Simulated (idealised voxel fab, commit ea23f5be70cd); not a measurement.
Documented hereafter: the process module known as voxel gate over fins.
295 nm wide, 5 nm square cells: that's cross-section cut.
Cross-section, as written here: a square-cell grid given band by band from the top down, where a band holds one or more rows of cells.
Per band: top height and bottom height in nm, followed by the left-to-right materials and their widths in nm; "all across" marks a single material spanning edge to edge, "blank" marks empty space.
It should be noted that heights are counted from 0, beneath which the wafer as supplied is of one material throughout, and that the lowest band possesses no lower boundary but continues downward, as written in "0..down".
A width such as "30..40" changes by the same amount from each row of cells to the next, from the band's top row to its bottom row.
When a step is marked "no alteration", none of the cells in the cross-section changed during that step.
Empty spaces counting at least 8 cells and having no open way to the top are listed in "Closed void entries". The notation width x height at distance is used for each, the distance being from the left edge and all three values in nm.
Heads up: the bit after the settings on a step's line is the simulator's remark on that step.
"overlay nm" answers the question of how far to the right of plan the mask lay on a step that has a mask, and when it is negative the answer is to the left.
Process steps (planned):
| 1 | RECEIVE [material Si] |
| 2 | CONFORMAL_DEP [material SiN] [thk nm 10] |
| 3 | MASKED_ETCH [tone cover] [mask id FINS] [width nm 15] [pitch nm 40] [etch materials SiN] [depth nm 10] [overlay nm 0] |
| 4 | MASKED_ETCH [tone cover] [mask id FINS] [width nm 15] [pitch nm 40] [etch materials Si] [depth nm 35] [overlay nm 0] |
| 5 | FILL_DEP [material SiO2] [thk nm 15] |
| 6 | CMP [height nm 10] |
| 7 | SELECTIVE_ETCH [etch materials SiO2] [depth nm 25] |
| 8 | STRIP [etch materials SiN] |
| 9 | CONFORMAL_DEP [material HfO2] [thk nm 5] |
| 10 | CONFORMAL_DEP [material TiN] [thk nm 5] |
| 11 | CONFORMAL_DEP [material TiAl] [thk nm 5] |
| 12 | CONFORMAL_DEP [material TiN] [thk nm 5] |
| 13 | FILL_DEP [material W] [thk nm 10] |
| 14 | CMP [height nm 25] |
| 15 | CONFORMAL_DEP [material SiCN] [thk nm 5] |
Wafer at receipt (post step 1), cross-section:
* 0..down  Si all across
* Closed void entries: none
Cross-sectional result after module completion. Note: starting condition and plan are unchanged from above; one processing mistake was made:
* 30..25  SiCN all across
* 25..15  70 W, then 5 TiN, then 145 TiAl, then 5 TiN, then 70 W
* 15..10  75 TiN, then 145 TiAl, then 75 TiN
* 10..5  90 TiAl, then 35 TiN, then 5 TiAl, then 35 TiN, then 5 TiAl, then 35 TiN, then 90 TiAl
* 5..0  90 TiAl, then 5 TiN, then 25 HfO2, then 5 TiN, then 5 TiAl, then 5 TiN, then 25 HfO2, then 5 TiN, then 5 TiAl, then 5 TiN, then 25 HfO2, then 5 TiN, then 90 TiAl
* 0..-5  90 TiAl, then 5 TiN, then 5 HfO2, then 15 Si, then 5 HfO2, then 5 TiN, then 5 TiAl, then 5 TiN, then 5 HfO2, then 15 Si, then 5 HfO2, then 5 TiN, then 5 TiAl, then 5 TiN, then 5 HfO2, then 15 Si, then 5 HfO2, then 5 TiN, then 90 TiAl
* -5..-10  95 TiN, then 5 HfO2, then 15 Si, then 5 HfO2, then 15 TiN, then 5 HfO2, then 15 Si, then 5 HfO2, then 15 TiN, then 5 HfO2, then 15 Si, then 5 HfO2, then 95 TiN
* -10..-15  100 HfO2, then 15 Si, then 25 HfO2, then 15 Si, then 25 HfO2, then 15 Si, then 100 HfO2
* -15..-35  100 SiO2, then 15 Si, then 25 SiO2, then 15 Si, then 25 SiO2, then 15 Si, then 100 SiO2
* -35..down  Si all across
* Closed void entries: none
What was the processing mistake? so step 11 ended up running with a different setting than we planned, it ran as CONFORMAL_DEP [material TiAl] [thk nm 15]
